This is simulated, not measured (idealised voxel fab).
process module | voxel ribs on slabs
cross-section cut | 270 nm wide | cells 5 nm
A cross-section is a grid of square cells, given in bands from the top down. A band is one or more rows of cells.
Each band's line starts with the height of the band's top and of its bottom, in nm. Then come its materials from left to right, each with its width in nm. One material with "throughout" fills the band from edge to edge. "air" is empty space.
Height 0 is the level under which the wafer as received is all one material. The lowest band goes on downwards, as in "0 down".
A width such as "30 to 40" changes by the same amount from each row of cells to the next, from the band's top row to its bottom row.
"no change" after a step means that no cell of the cross-section changed.
closed voids: empty space of 8 cells or more with no open way to the top, each as width x height at its distance from the left edge, in nm
after a step's settings: what the simulator itself notes on the step
overlay nm, on a step with a mask: how far to the right of its planned place the mask lay; to the left if negative
plan
1 op RECEIVE | material Si
2 op DIRECTIONAL_DEP | material SiO2 | thk nm 25
3 op DIRECTIONAL_DEP | material polySi | thk nm 15
4 op MASKED_ETCH | tone cover | mask id RIB | width nm 20 | etch materials polySi | depth nm 5 | overlay nm 0
5 op MASKED_ETCH | tone cover | mask id SLAB | width nm 80 | etch materials polySi | depth nm 10 | overlay nm 0
6 op FILL_DEP | material SiO2 | thk nm 15
7 op CMP | height nm 50
8 op DIRECTIONAL_DEP | material TiN | thk nm 10
9 op DIRECTIONAL_DEP | material aC | thk nm 10
10 op PATTERN | tone cover | mask id HEATER | material resist | width nm 30 | thk nm 25 | overlay nm 0
11 op DIRECTIONAL_ETCH | etch materials aC | depth nm 10
12 op STRIP | etch materials resist
13 op DIRECTIONAL_ETCH | etch materials TiN | depth nm 10
14 op STRIP | etch materials aC
15 op CONFORMAL_DEP | material SiN | thk nm 5
as received, after step 1
  0 down: Si throughout
  closed voids: none
a wafer at the end: this start, this plan, one mistake
  65 to 60: air 115 | SiN 40 | air 115
  60 to 55: air 115 | SiN 5 | TiN 30 | SiN 5 | air 115
  55 to 50: SiN 120 | TiN 30 | SiN 120
  50 to 15: SiO2 throughout
  15 to 0: polySi throughout
  0 down: Si throughout
  closed voids: none
what went wrong: steps 2 and 3 were swapped
